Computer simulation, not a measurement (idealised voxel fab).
Herein follows the process module entitled voxel wiring stack.
190 nm wide, 5 nm square cells: that's cross-section cut.
Cross-section = grid of square cells, listed top down in bands; band = one or more rows.
Each band's line starts with the height of the band's top and of its bottom, in nm. Then come its materials from left to right, each with its width in nm. One material with "throughout" fills the band from edge to edge. "blank" is empty space.
A quick word on heights: they are counted from 0, and under that level the wafer as it came to us is one material throughout. The lowest band is different from the rest in having no bottom; it simply continues downward, written as in "0 down".
Quick explanation for "30 to 40": the width changes in equal steps down the rows of cells, from the first number in the band's top row to the second number in its bottom row.
For the purposes of this document, the phrase "everything unchanged" attached to a step denotes that no cell within the cross-section was modified by that step.
Under "Closed void list" you'll find the enclosed gaps, the ones with no way out to the top, that are 8 cells or bigger; each reads width x height at distance, with distance counted from the left edge, everything in nm.
after a step's settings: what the simulator itself notes on the step
overlay nm: where the mask lay relative to plan, measured to the right, on steps with a mask; negatives go left.

This section lists the process steps that were planned
1. RECEIVE,material Si
2. CONFORMAL_DEP,material SiO2,thk nm 15
3. CONFORMAL_DEP,material SiCN,thk nm 5
4. DIRECTIONAL_DEP,material lowk,thk nm 15
5. DIRECTIONAL_DEP,material aC,thk nm 15
6. PATTERN,tone open,mask id METAL_1,material resist,width nm 20,pitch nm 35,thk nm 35,overlay nm 0
7. DIRECTIONAL_ETCH,etch materials aC,depth nm 15
8. STRIP,etch materials resist
9. DIRECTIONAL_ETCH,etch materials lowk,depth nm 15
10. DIRECTIONAL_ETCH,etch materials SiCN,depth nm 5
11. STRIP,etch materials aC
12. CONFORMAL_DEP,material TiN,thk nm 5
13. FILL_DEP,material W,thk nm 5
14. CMP,height nm 35
15. CONFORMAL_DEP,material SiCN,thk nm 5
16. DIRECTIONAL_DEP,material lowk,thk nm 15
17. PATTERN,tone open,mask id PLUG_1,material resist,width nm 15,pitch nm 35,thk nm 15,overlay nm 0
18. DIRECTIONAL_ETCH,etch materials lowk,depth nm 15
19. DIRECTIONAL_ETCH,etch materials SiCN,depth nm 5
20. STRIP,etch materials resist
21. EPI,material Ru,thk nm 10
22. EPI,material Ru,thk nm 10
23. DIRECTIONAL_DEP,material TiN,thk nm 5
24. DIRECTIONAL_DEP,material Ru,thk nm 15
25. MASKED_ETCH,tone cover,mask id METAL_2,width nm 20,pitch nm 35,etch materials Ru,depth nm 15,overlay nm 0
26. MASKED_ETCH,tone cover,mask id METAL_2,width nm 20,pitch nm 35,etch materials TiN,depth nm 5,overlay nm 0
27. CONFORMAL_DEP,material SiCN,thk nm 5
28. FILL_DEP,material lowk,thk nm 5
29. CMP,height nm 75
30. CONFORMAL_DEP,material SiCN,thk nm 5
31. DIRECTIONAL_DEP,material lowk,thk nm 30
32. PATTERN,tone open,mask id METAL_3_HOLES,material resist,width nm 15,pitch nm 35,thk nm 15,overlay nm 0
33. DIRECTIONAL_ETCH,etch materials lowk,depth nm 30
34. STRIP,etch materials resist
35. DIRECTIONAL_DEP,material aC,thk nm 15
36. PATTERN,tone open,mask id METAL_3,material resist,width nm 20,pitch nm 35,thk nm 35,overlay nm 0
37. DIRECTIONAL_ETCH,etch materials aC,depth nm 15
38. STRIP,etch materials resist
39. DIRECTIONAL_ETCH,etch materials lowk,depth nm 15
40. DIRECTIONAL_ETCH,etch materials SiCN,depth nm 5
41. STRIP,etch materials aC
42. CONFORMAL_DEP,material TiN,thk nm 5
43. FILL_DEP,material Ru,thk nm 10
44. CMP,height nm 110
45. CONFORMAL_DEP,material SiCN,thk nm 5

Cross-section, incoming material, after step 1
- 0 down: Si throughout
- Closed void list: none

First of two wafers, end-of-module section, run followed plan
- 115 to 110: SiCN throughout
- 110 to 100: 65 lowk; 5 TiN; 10 Ru; 5 TiN; 15 lowk; 5 TiN; 10 Ru; 5 TiN; 70 lowk
- 100 to 95: 65 lowk; 5 TiN; 5 Ru; 10 TiN; 15 lowk; 5 TiN; 5 Ru; 10 TiN; 70 lowk
- 95 to 80: 65 lowk; 5 TiN; 5 Ru; 5 TiN; 20 lowk; 5 TiN; 5 Ru; 5 TiN; 75 lowk
- 80 to 75: 65 SiCN; 15 TiN; 20 SiCN; 15 TiN; 75 SiCN
- 75 to 60: 60 lowk; 5 SiCN; 20 Ru; 5 SiCN; 5 lowk; 5 SiCN; 20 Ru; 5 SiCN; 65 lowk
- 60 to 55: 65 SiCN; 20 TiN; 15 SiCN; 20 TiN; 70 SiCN
- 55 to 40: 65 lowk; 15 Ru; 20 lowk; 15 Ru; 75 lowk
- 40 to 35: 65 SiCN; 15 Ru; 20 SiCN; 15 Ru; 75 SiCN
- 35 to 20: 65 lowk; 5 TiN; 10 W; 5 TiN; 15 lowk; 5 TiN; 10 W; 5 TiN; 70 lowk
- 20 to 15: 65 SiCN; 20 TiN; 15 SiCN; 20 TiN; 70 SiCN
- 15 to 0: SiO2 throughout
- 0 down: Si throughout
- Closed void list: none

Here is the second of the two wafers cut open at the end of the module - same start, same plan as the first one, but we made one mistake running it
- 115 to 110: SiCN throughout
- 110 to 105: 70 TiN; 10 Ru; 25 TiN; 10 Ru; 75 TiN
- 105 to 95: 65 lowk; 5 TiN; 10 Ru; 5 TiN; 15 lowk; 5 TiN; 10 Ru; 5 TiN; 70 lowk
- 95 to 90: 65 lowk; 5 TiN; 5 Ru; 10 TiN; 15 lowk; 5 TiN; 5 Ru; 10 TiN; 70 lowk
- 90 to 80: 65 lowk; 5 TiN; 5 Ru; 5 TiN; 20 lowk; 5 TiN; 5 Ru; 5 TiN; 75 lowk
- 80 to 75: 65 SiCN; 15 TiN; 20 SiCN; 15 TiN; 75 SiCN
- 75 to 60: 60 lowk; 5 SiCN; 20 Ru; 5 SiCN; 5 lowk; 5 SiCN; 20 Ru; 5 SiCN; 65 lowk
- 60 to 55: 65 SiCN; 20 TiN; 15 SiCN; 20 TiN; 70 SiCN
- 55 to 40: 65 lowk; 15 Ru; 20 lowk; 15 Ru; 75 lowk
- 40 to 35: 65 SiCN; 15 Ru; 20 SiCN; 15 Ru; 75 SiCN
- 35 to 20: 65 lowk; 5 TiN; 10 W; 5 TiN; 15 lowk; 5 TiN; 10 W; 5 TiN; 70 lowk
- 20 to 15: 65 SiCN; 20 TiN; 15 SiCN; 20 TiN; 70 SiCN
- 15 to 0: SiO2 throughout
- 0 down: Si throughout
- Closed void list: none
Nonconformance to the process plan: not per plan at step 31, really ran DIRECTIONAL_DEP,material lowk,thk nm 25
FYI, end of process, the second wafer has more or fewer cells of some materials than the first: Ru: 2 more | TiN: 30 more | lowk: 32 fewer
